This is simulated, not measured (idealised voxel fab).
process module | voxel capacitor over wiring
cross-section cut | 155 nm wide | cells 5 nm
A cross-section is a grid of square cells, given in bands from the top down. A band is one or more rows of cells.
Each band's line starts with the height of the band's top and of its bottom, in nm. Then come its materials from left to right, each with its width in nm. One material with "throughout" fills the band from edge to edge. "air" is empty space.
Height 0 is the level under which the wafer as received is all one material. The lowest band goes on downwards, as in "0 down".
A width such as "30 to 40" changes by the same amount from each row of cells to the next, from the band's top row to its bottom row.
"no change" after a step means that no cell of the cross-section changed.
closed voids: empty space of 8 cells or more with no open way to the top, each as width x height at its distance from the left edge, in nm
after a step's settings: what the simulator itself notes on the step
overlay nm, on a step with a mask: how far to the right of its planned place the mask lay; to the left if negative
plan
1 op RECEIVE | material Si
2 op CONFORMAL_DEP | material SiO2 | thk nm 10
3 op CONFORMAL_DEP | material SiN | thk nm 5
4 op DIRECTIONAL_DEP | material SiO2 | thk nm 25
5 op DIRECTIONAL_DEP | material aC | thk nm 10
6 op PATTERN | tone open | mask id METAL_1 | material resist | width nm 25 | pitch nm 80 | thk nm 25 | overlay nm 0
7 op DIRECTIONAL_ETCH | etch materials aC | depth nm 10
8 op STRIP | etch materials resist
9 op DIRECTIONAL_ETCH | etch materials SiO2 | depth nm 25
10 op DIRECTIONAL_ETCH | etch materials SiN | depth nm 5
11 op STRIP | etch materials aC
12 op CONFORMAL_DEP | material TiN | thk nm 5
13 op FILL_DEP | material Cu | thk nm 5
14 op CMP | height nm 40
15 op CONFORMAL_DEP | material SiCN | thk nm 5
16 op DIRECTIONAL_DEP | material lowk | thk nm 15
17 op DIRECTIONAL_DEP | material aC | thk nm 15
18 op PATTERN | tone open | mask id PLUG_1 | material resist | width nm 15 | thk nm 30 | overlay nm 0
19 op DIRECTIONAL_ETCH | etch materials aC | depth nm 15
20 op STRIP | etch materials resist
21 op DIRECTIONAL_ETCH | etch materials lowk | depth nm 15
22 op DIRECTIONAL_ETCH | etch materials SiCN | depth nm 5
23 op STRIP | etch materials aC
24 op EPI | material Ru | thk nm 10
25 op EPI | material Ru | thk nm 10
26 op DIRECTIONAL_DEP | material TiN | thk nm 5
27 op DIRECTIONAL_DEP | material Al2O3 | thk nm 5
28 op DIRECTIONAL_DEP | material TiN | thk nm 5
29 op PATTERN | tone cover | mask id UPPER_PLATE | material resist | width nm 60 | thk nm 15 | overlay nm 0
30 op DIRECTIONAL_ETCH | etch materials TiN | depth nm 5
31 op DIRECTIONAL_ETCH | etch materials Al2O3 | depth nm 5
32 op STRIP | etch materials resist
33 op MASKED_ETCH | tone cover | mask id LOWER_PLATE | width nm 70 | etch materials TiN | depth nm 5 | overlay nm 0
34 op FILL_DEP | material SiO2 | thk nm 15
35 op CMP | height nm 85
36 op PATTERN | tone open | mask id PLUG_2 | material resist | width nm 15 | thk nm 15 | overlay nm 0
37 op DIRECTIONAL_ETCH | etch materials SiO2 | depth nm 10
38 op STRIP | etch materials resist
39 op CONFORMAL_DEP | material TiN | thk nm 5
40 op FILL_DEP | material W | thk nm 5
41 op CMP | height nm 85
42 op CONFORMAL_DEP | material SiN | thk nm 5
as received, after step 1
  0 down: Si throughout
  closed voids: none
first wafer at the end, as planned
  90 to 85: SiN throughout
  85 to 80: SiO2 45 | TiN 5 | W 5 | TiN 5 | SiO2 95
  80 to 70: SiO2 45 to 35 | TiN 15 to 60 | SiO2 95 to 60
  70 to 65: SiO2 35 | Al2O3 60 | SiO2 60
  65 to 60: SiO2 30 | TiN 70 | SiO2 55
  60 to 45: lowk 35 | Ru 15 | lowk 105
  45 to 40: SiCN 35 | Ru 15 | SiCN 105
  40 to 15: SiO2 25 | TiN 5 | Cu 15 | TiN 5 | SiO2 55 | TiN 5 | Cu 15 | TiN 5 | SiO2 25
  15 to 10: SiN 25 | TiN 25 | SiN 55 | TiN 25 | SiN 25
  10 to 0: SiO2 throughout
  0 down: Si throughout
  closed voids: none
second wafer at the end: like start, like plan, one mistake
  90 to 85: SiN throughout
  85 to 80: SiO2 45 | TiN 5 | W 5 | TiN 5 | SiO2 95
  80 to 70: SiO2 45 to 35 | TiN 15 to 60 | SiO2 95 to 60
  70 to 65: SiO2 30 | TiN 70 | SiO2 55
  65 to 60: Al2O3 throughout
  60 to 45: lowk 35 | Ru 15 | lowk 105
  45 to 40: SiCN 35 | Ru 15 | SiCN 105
  40 to 15: SiO2 25 | TiN 5 | Cu 15 | TiN 5 | SiO2 55 | TiN 5 | Cu 15 | TiN 5 | SiO2 25
  15 to 10: SiN 25 | TiN 25 | SiN 55 | TiN 25 | SiN 25
  10 to 0: SiO2 throughout
  0 down: Si throughout
  closed voids: none
what went wrong: steps 26 and 27 were swapped
at the end the second wafer has, in cells: 19 more of Al2O3 | 19 fewer of SiO2
